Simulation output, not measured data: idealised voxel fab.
This is a process module. Its name is voxel self aligned contacts.
cross-section cut | 155 nm wide | cells 5 nm
Cross-section layout: square cells on a grid; listed as bands, top to bottom; a band spans one or more cell rows.
Within each band entry, the heights of the top and of the bottom of the band appear first, in that order and in nm; the materials of the band then follow from left to right, each with its corresponding width in nm. The designation "throughout" on a single material indicates that it fills the band from edge to edge; the designation "blank" indicates empty space.
Height 0 is the level under which the wafer as received is all one material. The lowest band goes on downwards, as in "0 down".
A width given as "30 to 40" starts at the first number in the band's top row and ends at the second number in its bottom row, shifting by an equal amount at every step from row to row.
"nothing changed" means the step left every cell of the cross-section as it was.
In the "Enclosed empty spaces" entry, you get each enclosed empty space of 8 cells or more, one with no open way to the top, written width x height at distance, distance from the left edge, in nm.
Formally, on a step line, whatever follows the settings is a remark that the simulator itself makes on the step.
The setting "overlay nm" may be written on the line of a step. When the step uses a mask, the value reports how far to the right of the planned place the mask lay, and a negative value reports that it lay to the left.

Process steps - plan
1 RECEIVE with material Si
2 CONFORMAL_DEP with material SiO2, thk nm 5
3 DIRECTIONAL_DEP with material polySi, thk nm 20
4 DIRECTIONAL_DEP with material SiN, thk nm 15
5 PATTERN with tone cover, mask id GATE, material resist, width nm 30, pitch nm 55, thk nm 20, overlay nm 0
6 DIRECTIONAL_ETCH with etch materials SiN, depth nm 15
7 DIRECTIONAL_ETCH with etch materials polySi, depth nm 20
8 STRIP with etch materials resist
9 CONFORMAL_DEP with material SiN, thk nm 5
10 DIRECTIONAL_ETCH with etch materials SiN, depth nm 5
11 FILL_DEP with material SiO2, thk nm 10
12 CMP with height nm 45
13 DIRECTIONAL_DEP with material aC, thk nm 10
14 PATTERN with tone open, mask id CONTACT, material resist, width nm 35, thk nm 30, overlay nm 0
15 DIRECTIONAL_ETCH with etch materials aC, depth nm 10
16 STRIP with etch materials resist
17 DIRECTIONAL_ETCH with etch materials SiO2, depth nm 45
18 STRIP with etch materials aC
19 CONFORMAL_DEP with material TiN, thk nm 5
20 FILL_DEP with material W, thk nm 10
21 CMP with height nm 45
22 CONFORMAL_DEP with material SiCN, thk nm 5

The cross-section here shows the wafer as received, i.e. in its state after step 1
- 0 down  Si throughout
- Enclosed empty spaces: none

Look at the cross-section after the module: the wafer started out the way shown above and the plan was the one shown above, yet one mistake was made along the way
- 50 to 45  SiCN throughout
- 45 to 40  60 SiO2  15 TiN  5 W  15 TiN  60 SiO2
- 40 to 25  30 SiO2  5 SiN  30 polySi  5 SiN  5 TiN  5 W  5 TiN  5 SiN  30 polySi  5 SiN  30 SiO2
- 25 to 20  30 SiO2  5 SiN  30 polySi  5 SiN  15 TiN  5 SiN  30 polySi  5 SiN  30 SiO2
- 20 to 5  SiN throughout
- 5 to 0  SiO2 throughout
- 0 down  Si throughout
- Enclosed empty spaces: none
So what did we get wrong on this run? the intended sequence of steps 3 and 4 was reversed during processing, with each occupying the position of the other
